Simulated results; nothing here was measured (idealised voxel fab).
Presented below is a process module, voxel gate over fins.
It is cross-section cut that appears here, measuring 235 nm in width, its square cells being 5 nm in size.
A cross-section is a grid of square cells, given in bands from the top down. A band is one or more rows of cells.
What a band's entry tells you: where the top is and where the bottom is, as heights in nm, and after that what lies inside, material by material from left to right, each with its width in nm. Empty space is written as the word "air", and a single material marked with the word "everywhere" occupies the band from edge to edge.
Beneath 0, the wafer as received is one material, and that level is where height counting begins. The lowest band goes on downward without a bottom; it is written like "top 0, no bottom".
Width "30 to 40": first value at the band's top row of cells, second value at its bottom row, equal change from row to row.
Where the words "same as before" appear for a step, the cross-section shows no cell changed by that step; every cell remained as before.
If an empty space has no open way to the top and is at least 8 cells in size, "Closed voids list" lists it, written width x height at distance, where distance is measured from the left edge and every value is in nm.
Text after the settings on a step's line: the simulator's own remark on that step.
overlay nm: mask offset rightward from planned place, masked step; negative means leftward offset.

## Steps in the process plan
step 1: RECEIVE (material Si)
step 2: CONFORMAL_DEP (material SiN; thk nm 10)
step 3: PATTERN (tone cover; mask id FINS; material resist; width nm 15; pitch nm 45; thk nm 20; overlay nm 0)
step 4: DIRECTIONAL_ETCH (etch materials SiN; depth nm 10)
step 5: DIRECTIONAL_ETCH (etch materials Si; depth nm 40)
step 6: STRIP (etch materials resist)
step 7: FILL_DEP (material SiO2; thk nm 5)
step 8: CMP (height nm 10)
step 9: SELECTIVE_ETCH (etch materials SiO2; depth nm 25)
step 10: STRIP (etch materials SiN)
step 11: CONFORMAL_DEP (material HfO2; thk nm 5)
step 12: CONFORMAL_DEP (material TiN; thk nm 5)
step 13: CONFORMAL_DEP (material TiAl; thk nm 5)
step 14: CONFORMAL_DEP (material TiN; thk nm 5)
step 15: FILL_DEP (material W; thk nm 15)
step 16: CMP (height nm 30)
step 17: CONFORMAL_DEP (material SiN; thk nm 5)

## As-received state of the wafer in cross-section, equivalent to post-step 1
    top 0, no bottom  Si everywhere
    Closed voids list: none

## Here's the wafer cut in cross-section after the module, started and planned just like above, except one thing was done wrong in the run
    top 45, bottom 30  SiN everywhere
    top 30, bottom 20  W everywhere
    top 20, bottom 15  W: 65 / TiN: 100 / W: 70
    top 15, bottom 10  W: 65 / TiN: 5 / TiAl: 90 / TiN: 5 / W: 70
    top 10, bottom 5  W: 65 / TiN: 5 / TiAl: 5 / TiN: 35 / TiAl: 10 / TiN: 35 / TiAl: 5 / TiN: 5 / W: 70
    top 5, bottom 0  TiN: 70 / TiAl: 5 / TiN: 5 / HfO2: 25 / TiN: 5 / TiAl: 10 / TiN: 5 / HfO2: 25 / TiN: 5 / TiAl: 5 / TiN: 75
    top 0, bottom -5  TiAl: 75 / TiN: 5 / HfO2: 5 / Si: 15 / HfO2: 5 / TiN: 5 / TiAl: 10 / TiN: 5 / HfO2: 5 / Si: 15 / HfO2: 5 / TiN: 5 / TiAl: 80
    top -5, bottom -10  TiN: 80 / HfO2: 5 / Si: 15 / HfO2: 5 / TiN: 20 / HfO2: 5 / Si: 15 / HfO2: 5 / TiN: 85
    top -10, bottom -15  HfO2: 85 / Si: 15 / HfO2: 30 / Si: 15 / HfO2: 90
    top -15, bottom -40  SiO2: 85 / Si: 15 / SiO2: 30 / Si: 15 / SiO2: 90
    top -40, no bottom  Si everywhere
    Closed voids list: none
Want to know what went wrong? step 17 was processed under conditions differing from the plan, specifically as CONFORMAL_DEP (material SiN; thk nm 15)
